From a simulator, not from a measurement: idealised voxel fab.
Process module in this document: voxel transistor to metal
Pictured: cross-section cut, 150 nm wide, on a grid of 5 nm square cells.
Square cells in a grid make up a cross-section in this document, and the grid is given as bands, listed from the top down, each one or more rows of cells. Top, bottom (nm), then materials left to right with widths (nm); lone material tagged "edge to edge" fills the whole band edge to edge; "air" = empty space. Where do heights start? At 0: under that level the wafer as delivered is made of one material only. And the lowest band has no floor; it just carries on downward, as in "z 0 and below". A width given as "30 to 40" starts at the first number in the band's top row and ends at the second number in its bottom row, shifting by an equal amount at every step from row to row. You'll sometimes find "identical to before" written for a step, and that's the way of saying that nowhere in the cross-section did a cell change during that step. This entry, "Enclosed internal voids", enumerates those empty regions of no fewer than 8 cells that possess no open connection to the top. Each region is reported in the form width x height at distance, the distance being taken from the left edge, with all three quantities expressed in nm. after a step's settings: what the simulator itself notes on the step. When a step includes a mask, the "overlay nm" setting on its line states how far to the right of its planned place that mask lay, and negative values state how far to the left.
## Process steps foreseen in the plan
1: RECEIVE,material Si
2: OXIDIZE,depth nm 5
3: CONFORMAL_DEP,material SiN,thk nm 15
4: PATTERN,tone cover,mask id ACTIVE,material resist,width nm 115,thk nm 15,overlay nm 0
5: DIRECTIONAL_ETCH,etch materials SiN,depth nm 15
6: DIRECTIONAL_ETCH,etch materials SiO2,depth nm 5
7: DIRECTIONAL_ETCH,etch materials Si,depth nm 35
8: STRIP,etch materials resist
9: FILL_DEP,material SiO2,thk nm 15
10: CMP,height nm 15
11: SELECTIVE_ETCH,etch materials SiO2,depth nm 5
12: STRIP,etch materials SiN
13: SELECTIVE_ETCH,etch materials SiO2,depth nm 5
14: OXIDIZE,depth nm 5
15: DIRECTIONAL_DEP,material polySi,thk nm 30
16: DIRECTIONAL_DEP,material SiCN,thk nm 15
17: DIRECTIONAL_DEP,material aC,thk nm 15
18: PATTERN,tone cover,mask id GATE,material resist,width nm 35,thk nm 35,overlay nm 0
19: DIRECTIONAL_ETCH,etch materials aC,depth nm 15
20: STRIP,etch materials resist
21: DIRECTIONAL_ETCH,etch materials SiCN,depth nm 25
22: DIRECTIONAL_ETCH,etch materials polySi,depth nm 40
23: STRIP,etch materials aC
24: CONFORMAL_DEP,material SiO2,thk nm 5
25: DIRECTIONAL_ETCH,etch materials SiO2,depth nm 5
26: CONFORMAL_DEP,material SiN,thk nm 5
27: DIRECTIONAL_ETCH,etch materials SiN,depth nm 5
28: DIRECTIONAL_ETCH,etch materials SiO2,depth nm 5
29: DIRECTIONAL_ETCH,etch materials Si,depth nm 5
30: EPI,material nSi,thk nm 5
31: FILL_DEP,material SiO2,thk nm 5
32: CMP,height nm 25
33: STRIP,etch materials polySi
34: SELECTIVE_ETCH,etch materials SiO2,depth nm 5
35: CONFORMAL_DEP,material HfO2,thk nm 5
36: CONFORMAL_DEP,material TiN,thk nm 5
37: FILL_DEP,material W,thk nm 5
38: CMP,height nm 20
39: DIRECTIONAL_DEP,material SiO2,thk nm 10
40: MASKED_ETCH,tone open,mask id CONTACT,width nm 15,pitch nm 90,etch materials SiO2,depth nm 40,overlay nm 0
41: CONFORMAL_DEP,material TiN,thk nm 5
42: FILL_DEP,material W,thk nm 10
43: CMP,height nm 30
44: CONFORMAL_DEP,material SiCN,thk nm 5
45: DIRECTIONAL_DEP,material lowk,thk nm 15
46: PATTERN,tone open,mask id METAL_1,material resist,width nm 15,pitch nm 90,thk nm 15,overlay nm 0
47: DIRECTIONAL_ETCH,etch materials lowk,depth nm 15
48: DIRECTIONAL_ETCH,etch materials SiCN,depth nm 5
49: STRIP,etch materials resist
50: CONFORMAL_DEP,material TiN,thk nm 5
51: FILL_DEP,material W,thk nm 5
52: CMP,height nm 50
53: EPI,material Ru,thk nm 5
54: FILL_DEP,material SiCN,thk nm 5
55: DIRECTIONAL_DEP,material SiO2,thk nm 30
56: DIRECTIONAL_DEP,material aC,thk nm 15
57: PATTERN,tone open,mask id METAL_2,material resist,width nm 15,pitch nm 90,thk nm 35,overlay nm 0
58: DIRECTIONAL_ETCH,etch materials aC,depth nm 15
59: STRIP,etch materials resist
60: DIRECTIONAL_ETCH,etch materials SiO2,depth nm 15
61: STRIP,etch materials aC
62: MASKED_ETCH,tone open,mask id METAL_2_HOLES,width nm 15,pitch nm 90,etch materials SiO2,depth nm 15,overlay nm 0
63: MASKED_ETCH,tone open,mask id METAL_2_HOLES,width nm 15,pitch nm 90,etch materials SiCN,depth nm 5,overlay nm 0
64: CONFORMAL_DEP,material TiN,thk nm 5
65: FILL_DEP,material Cu,thk nm 10
66: CMP,height nm 90
67: CONFORMAL_DEP,material SiCN,thk nm 5
Wafer-to-wafer difference: depth nm, step 34. Common start. Plan = first wafer's value.
## The first of several wafers in cross-section, exactly as it reached us after step 1
> z 0 and below | Si edge to edge
> Enclosed internal voids: none
## What follows is a table in which each wafer occupies a row; for the wafer as it stands at the close of the module, the row states, material by material, how many cells have been gained (+) or lost (-) since receipt, and then gives its closed voids
depth nm 5 | +12 Cu | +19 HfO2 | +10 Ru | -112 Si | +98 SiCN | +14 SiN | +308 SiO2 | +97 TiN | +38 W | +72 lowk | +14 nSi | Enclosed internal voids: none
depth nm 10 | +12 Cu | +40 HfO2 | +10 Ru | -112 Si | +98 SiCN | +14 SiN | +321 SiO2 | +73 TiN | +28 W | +72 lowk | +14 nSi | Enclosed internal voids: none
depth nm 15 | +12 Cu | +42 HfO2 | +10 Ru | -112 Si | +98 SiCN | +14 SiN | +302 SiO2 | +90 TiN | +28 W | +72 lowk | +14 nSi | Enclosed internal voids: none
depth nm 20 | +12 Cu | +44 HfO2 | +10 Ru | -112 Si | +98 SiCN | +14 SiN | +283 SiO2 | +92 TiN | +43 W | +72 lowk | +14 nSi | Enclosed internal voids: none
